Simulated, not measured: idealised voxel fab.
A process module follows: voxel wiring stack.
The width of the displayed cross-section, cut, is 225 nm; its cells are square, with a size of 5 nm.
A cross-section in this document is a grid of square cells, and it is written down as bands, the top band listed before the ones below it; a band is made up of one or more rows of cells. It is stipulated that each band's entry specify, in nanometres, the height of the top of the band and then that of its bottom, followed by the materials of the band in left-to-right sequence, each together with its width in nanometres. A single material marked by the word "full width" is understood to fill the band from edge to edge; the word "empty" is understood to denote empty space. Basically, 0 is our baseline, since under it the wafer straight out of the box is all one material. The bottom band has no lower end and keeps on going down, so it looks like "0..down". Think of "30 to 40" as a width that walks from the first number to the second as you go down the band, top row to bottom row, taking equal-sized steps from row to row. Key: "stayed the same" - step with no changed cell in the cross-section. Listed in "Enclosed cavity list": every empty space of 8 or more cells without an open way to the top. Form: width x height at distance, the distance being from the left edge, all in nm. If you see something after the settings on a step's line, that's the simulator's own remark about that step. Among the settings permitted on a step's line is "overlay nm"; applied to a step with a mask, it specifies the extent to which the mask lay to the right of its planned position, whereas a negative figure signifies a position to the left.

The following list gives the planned process steps
1,RECEIVE: material Si
2,CONFORMAL_DEP: material SiO2, thk nm 10
3,CONFORMAL_DEP: material SiN, thk nm 5
4,DIRECTIONAL_DEP: material lowk, thk nm 15
5,MASKED_ETCH: tone open, mask id METAL_1, width nm 20, pitch nm 35, etch materials lowk, depth nm 15, overlay nm 0
6,MASKED_ETCH: tone open, mask id METAL_1, width nm 20, pitch nm 35, etch materials SiN, depth nm 5, overlay nm 0
7,CONFORMAL_DEP: material TiN, thk nm 5
8,FILL_DEP: material Ru, thk nm 5
9,CMP: height nm 30
10,CONFORMAL_DEP: material SiCN, thk nm 5
11,DIRECTIONAL_DEP: material SiO2, thk nm 20
12,MASKED_ETCH: tone open, mask id PLUG_1, width nm 15, pitch nm 35, etch materials SiO2, depth nm 20, overlay nm 0
13,MASKED_ETCH: tone open, mask id PLUG_1, width nm 15, pitch nm 35, etch materials SiCN, depth nm 5, overlay nm 0
14,CONFORMAL_DEP: material TiN, thk nm 5
15,FILL_DEP: material Ru, thk nm 10
16,CMP: height nm 55
17,CONFORMAL_DEP: material SiCN, thk nm 5
18,DIRECTIONAL_DEP: material lowk, thk nm 20
19,PATTERN: tone open, mask id METAL_2, material resist, width nm 20, pitch nm 35, thk nm 20, overlay nm 0
20,DIRECTIONAL_ETCH: etch materials lowk, depth nm 20
21,DIRECTIONAL_ETCH: etch materials SiCN, depth nm 5
22,STRIP: etch materials resist
23,CONFORMAL_DEP: material TiN, thk nm 5
24,FILL_DEP: material W, thk nm 5
25,CMP: height nm 80
26,CONFORMAL_DEP: material SiCN, thk nm 5
27,DIRECTIONAL_DEP: material SiO2, thk nm 15
28,PATTERN: tone open, mask id PLUG_2, material resist, width nm 15, pitch nm 35, thk nm 20, overlay nm 0
29,DIRECTIONAL_ETCH: etch materials SiO2, depth nm 15
30,DIRECTIONAL_ETCH: etch materials SiCN, depth nm 5
31,STRIP: etch materials resist
32,EPI: material Ru, thk nm 10
33,EPI: material Ru, thk nm 10
34,DIRECTIONAL_DEP: material TiN, thk nm 5
35,DIRECTIONAL_DEP: material Ru, thk nm 25
36,MASKED_ETCH: tone cover, mask id METAL_3, width nm 20, pitch nm 35, etch materials Ru, depth nm 25, overlay nm 0
37,MASKED_ETCH: tone cover, mask id METAL_3, width nm 20, pitch nm 35, etch materials TiN, depth nm 5, overlay nm 0
38,CONFORMAL_DEP: material SiCN, thk nm 5
39,FILL_DEP: material lowk, thk nm 5
40,CMP: height nm 130
41,CONFORMAL_DEP: material SiCN, thk nm 5

As received (post step 1): cross-section
* 0..down = Si full width
* Enclosed cavity list: none

Run as planned - first of the two wafers cross-sectioned at the end of the module
* 135..130 = SiCN full width
* 130..105 = lowk: 60  SiCN: 5  Ru: 20  SiCN: 5  lowk: 5  SiCN: 5  Ru: 20  SiCN: 5  lowk: 5  SiCN: 5  Ru: 20  SiCN: 5  lowk: 65
* 105..100 = SiCN: 65  TiN: 20  SiCN: 15  TiN: 20  SiCN: 15  TiN: 20  SiCN: 70
* 100..85 = SiO2: 65  Ru: 15  SiO2: 20  Ru: 15  SiO2: 20  Ru: 15  SiO2: 75
* 85..80 = SiCN: 65  Ru: 15  SiCN: 20  Ru: 15  SiCN: 20  Ru: 15  SiCN: 75
* 80..60 = lowk: 65  TiN: 5  W: 10  TiN: 5  lowk: 15  TiN: 5  W: 10  TiN: 5  lowk: 15  TiN: 5  W: 10  TiN: 5  lowk: 70
* 60..55 = SiCN: 65  TiN: 20  SiCN: 15  TiN: 20  SiCN: 15  TiN: 20  SiCN: 70
* 55..35 = SiO2: 65  TiN: 5  Ru: 5  TiN: 5  SiO2: 20  TiN: 5  Ru: 5  TiN: 5  SiO2: 20  TiN: 5  Ru: 5  TiN: 5  SiO2: 75
* 35..30 = SiCN: 65  TiN: 15  SiCN: 20  TiN: 15  SiCN: 20  TiN: 15  SiCN: 75
* 30..15 = lowk: 65  TiN: 5  Ru: 10  TiN: 5  lowk: 15  TiN: 5  Ru: 10  TiN: 5  lowk: 15  TiN: 5  Ru: 10  TiN: 5  lowk: 70
* 15..10 = SiN: 65  TiN: 20  SiN: 15  TiN: 20  SiN: 15  TiN: 20  SiN: 70
* 10..0 = SiO2 full width
* 0..down = Si full width
* Enclosed cavity list: none

Now the second wafer, cross-sectioned at the end of the module. Nothing different at the start, nothing different in the plan compared with the first, just one mistake when it was actually run
* 135..130 = SiCN full width
* 130..110 = lowk: 60  SiCN: 5  Ru: 20  SiCN: 5  lowk: 5  SiCN: 5  Ru: 20  SiCN: 5  lowk: 5  SiCN: 5  Ru: 20  SiCN: 5  lowk: 65
* 110..105 = lowk: 60  SiCN: 5  Ru: 20  SiCN: 15  Ru: 20  SiCN: 15  Ru: 20  SiCN: 15  lowk: 55
* 105..100 = SiCN: 65  TiN: 30  SiCN: 5  TiN: 30  SiCN: 5  TiN: 30  SiCN: 60
* 100..85 = SiO2: 65  Ru: 15  SiO2: 20  Ru: 15  SiO2: 20  Ru: 15  SiO2: 75
* 85..80 = SiCN: 65  Ru: 15  SiCN: 20  Ru: 15  SiCN: 20  Ru: 15  SiCN: 75
* 80..60 = lowk: 65  TiN: 5  W: 10  TiN: 5  lowk: 15  TiN: 5  W: 10  TiN: 5  lowk: 15  TiN: 5  W: 10  TiN: 5  lowk: 70
* 60..55 = SiCN: 65  TiN: 20  SiCN: 15  TiN: 20  SiCN: 15  TiN: 20  SiCN: 70
* 55..35 = SiO2: 65  TiN: 5  Ru: 5  TiN: 5  SiO2: 20  TiN: 5  Ru: 5  TiN: 5  SiO2: 20  TiN: 5  Ru: 5  TiN: 5  SiO2: 75
* 35..30 = SiCN: 65  TiN: 15  SiCN: 20  TiN: 15  SiCN: 20  TiN: 15  SiCN: 75
* 30..15 = lowk: 65  TiN: 5  Ru: 10  TiN: 5  lowk: 15  TiN: 5  Ru: 10  TiN: 5  lowk: 15  TiN: 5  Ru: 10  TiN: 5  lowk: 70
* 15..10 = SiN: 65  TiN: 20  SiN: 15  TiN: 20  SiN: 15  TiN: 20  SiN: 70
* 10..0 = SiO2 full width
* 0..down = Si full width
* Enclosed cavity list: none
Want to know what went wrong? in deviation from the planned setting, step 37 was conducted as MASKED_ETCH: tone cover, mask id METAL_3, width nm 20, pitch nm 35, etch materials TiN, depth nm 5, overlay nm 10
The closing comparison, in cells, has the second wafer with more or fewer of some materials than the first: 2 fewer of SiCN; 6 more of TiN; 4 fewer of lowk
